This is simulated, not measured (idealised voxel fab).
Presented below is a process module, voxel ribs on slabs.
We display cut, a cross-section 295 nm in width whose square cells are each 5 nm.
Format of a cross-section: grid, square cells. Given as bands. Order: top down. Band: one or more rows of cells.
Heights first: top, then bottom, in nm. Then materials, left to right, each with a width in nm. "throughout" on a single material: fills the band edge to edge. "blank": empty space.
Beneath 0, the wafer as received is one material, and that level is where height counting begins. The lowest band goes on downward without a bottom; it is written like "z 0 and below".
Read "30->40" as a graded width: first number on top, second number at the bottom, same change between each pair of neighbouring rows.
The designation "left unchanged", where it is given for a processing step, indicates that no cell of the cross-section was altered in the course of that step.
Entry "Catalogued sealed voids". Content: empty spaces with no open connection to the top, size 8 cells or greater. Each: width x height at distance. Distance: from left edge. Unit: nm.
Anything after a step's settings on that line? It's the simulator's own note about the step.
overlay nm, on a step with a mask: how far to the right of its planned place the mask lay; to the left if negative

[The following list gives the planned process steps]
1. RECEIVE [material Si]
2. DIRECTIONAL_DEP [material SiO2] [thk nm 30]
3. DIRECTIONAL_DEP [material SiN] [thk nm 15]
4. DIRECTIONAL_DEP [material aC] [thk nm 10]
5. PATTERN [tone cover] [mask id RIB] [material resist] [width nm 15] [thk nm 25] [overlay nm 0]
6. DIRECTIONAL_ETCH [etch materials aC] [depth nm 10]
7. STRIP [etch materials resist]
8. DIRECTIONAL_ETCH [etch materials SiN] [depth nm 5]
9. STRIP [etch materials aC]
10. PATTERN [tone cover] [mask id SLAB] [material resist] [width nm 70] [thk nm 15] [overlay nm 0]
11. DIRECTIONAL_ETCH [etch materials SiN] [depth nm 10]
12. STRIP [etch materials resist]
13. FILL_DEP [material SiO2] [thk nm 20]
14. CMP [height nm 55]
15. DIRECTIONAL_DEP [material TiN] [thk nm 5]
16. PATTERN [tone cover] [mask id HEATER] [material resist] [width nm 30] [thk nm 15] [overlay nm 0]
17. DIRECTIONAL_ETCH [etch materials TiN] [depth nm 5]
18. STRIP [etch materials resist]
19. CONFORMAL_DEP [material SiN] [thk nm 10]
Quick note for whoever runs this: the wafers start identical, but the width nm at step 5 isn't the same across them. The plan just shows what the first wafer had.

[Cross-section, first of several wafers, as delivered after step 1]
> z 0 and below = Si throughout
> Catalogued sealed voids: none

[End-of-module cross-section, first of several wafers, after last step 19]
> z 70 to 65 = blank (120), then SiN (50), then blank (125)
> z 65 to 60 = SiN throughout
> z 60 to 55 = SiN (130), then TiN (30), then SiN (135)
> z 55 to 45 = SiO2 throughout
> z 45 to 40 = SiO2 (140), then SiN (15), then SiO2 (140)
> z 40 to 30 = SiO2 (110), then SiN (70), then SiO2 (115)
> z 30 to 0 = SiO2 throughout
> z 0 and below = Si throughout
> Catalogued sealed voids: none

[Last-wafer cross-section at the end of the module]
> z 70 to 65 = blank (120), then SiN (50), then blank (125)
> z 65 to 60 = SiN throughout
> z 60 to 55 = SiN (130), then TiN (30), then SiN (135)
> z 55 to 45 = SiO2 throughout
> z 45 to 40 = SiO2 (130), then SiN (35), then SiO2 (130)
> z 40 to 30 = SiO2 (110), then SiN (70), then SiO2 (115)
> z 30 to 0 = SiO2 throughout
> z 0 and below = Si throughout
> Catalogued sealed voids: none

[Note: the following table is arranged by wafer, a row apiece. Each row reports the end-of-module state: per material, cells gained (+) or cells lost (-) compared with the wafer as received; closed voids follow]
width nm 15 | +153 SiN | +618 SiO2 | +6 TiN | Catalogued sealed voids: none
width nm 20 | +154 SiN | +617 SiO2 | +6 TiN | Catalogued sealed voids: none
width nm 25 | +155 SiN | +616 SiO2 | +6 TiN | Catalogued sealed voids: none
width nm 30 | +156 SiN | +615 SiO2 | +6 TiN | Catalogued sealed voids: none
width nm 35 | +157 SiN | +614 SiO2 | +6 TiN | Catalogued sealed voids: none
